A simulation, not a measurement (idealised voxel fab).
The following process module bears the name voxel released beams.
The cross-section on display is named cut; it measures 285 nm wide, and its cells are 5 nm squares.
When this document writes out a cross-section, it uses a grid of square cells and lists it as bands, beginning at the top and moving down, with a band standing for one or more rows of cells.
In this notation a band is specified by the heights of its top and bottom, in that order and in nm, after which its materials appear from left to right, each paired with its width in nm. The word "all across" attached to a single material means that material fills the band from edge to edge; the word "air" stands for empty space.
Counting heights begins at 0, where everything beneath is, in the wafer as received, one material. The lowest band has no bottom; it goes on downwards, as "top 0, no bottom" shows.
It should be noted that a width expressed as "30 to 40" varies in equal increments from row to row of cells within the band, taking the value of the first number at the top row and that of the second number at the bottom row.
You'll sometimes find "nothing different" written for a step, and that's the way of saying that nowhere in the cross-section did a cell change during that step.
Entry "Closed void entries" = empty spaces >= 8 cells with no open way to the top; each as width x height at distance, distance from left edge, all nm.
What comes after the settings on a step's line is commentary from the simulator itself on that step.
"overlay nm" on a masked step: distance the mask lay right of its planned place, negative for left.

# Planned process steps
1. op RECEIVE | material Si
2. op CONFORMAL_DEP | material SiN | thk nm 5
3. op DIRECTIONAL_DEP | material SiO2 | thk nm 15
4. op PATTERN | tone open | mask id ANCHOR | material resist | width nm 35 | thk nm 20 | overlay nm 0
5. op DIRECTIONAL_ETCH | etch materials SiO2 | depth nm 15
6. op STRIP | etch materials resist
7. op CONFORMAL_DEP | material polySi | thk nm 15
8. op DIRECTIONAL_DEP | material aC | thk nm 15
9. op PATTERN | tone cover | mask id BEAM | material resist | width nm 100 | thk nm 30 | overlay nm -15
10. op DIRECTIONAL_ETCH | etch materials aC | depth nm 15
11. op STRIP | etch materials resist
12. op DIRECTIONAL_ETCH | etch materials polySi | depth nm 15
13. op STRIP | etch materials aC
14. op STRIP | etch materials SiO2
The wafers in this document start out alike and differ in the overlay nm applied at step 9; the plan shows the value used for the first wafer.

# The first of several wafers, as received after step 1, seen in section
top 0, no bottom: Si all across
Closed void entries: none

# End of module, by wafer: material-by-material cell gain (+) or loss (-) since receipt, then closed voids
overlay nm -15, +57 SiN, +78 polySi, Closed void entries: none
overlay nm -10, +57 SiN, +78 polySi, Closed void entries: none
overlay nm -5, +57 SiN, +78 polySi, Closed void entries: none
overlay nm 0, +57 SiN, +78 polySi, Closed void entries: none
overlay nm 5, +57 SiN, +78 polySi, Closed void entries: none
overlay nm 10, +57 SiN, +78 polySi, Closed void entries: none
overlay nm 15, +57 SiN, +78 polySi, Closed void entries: none
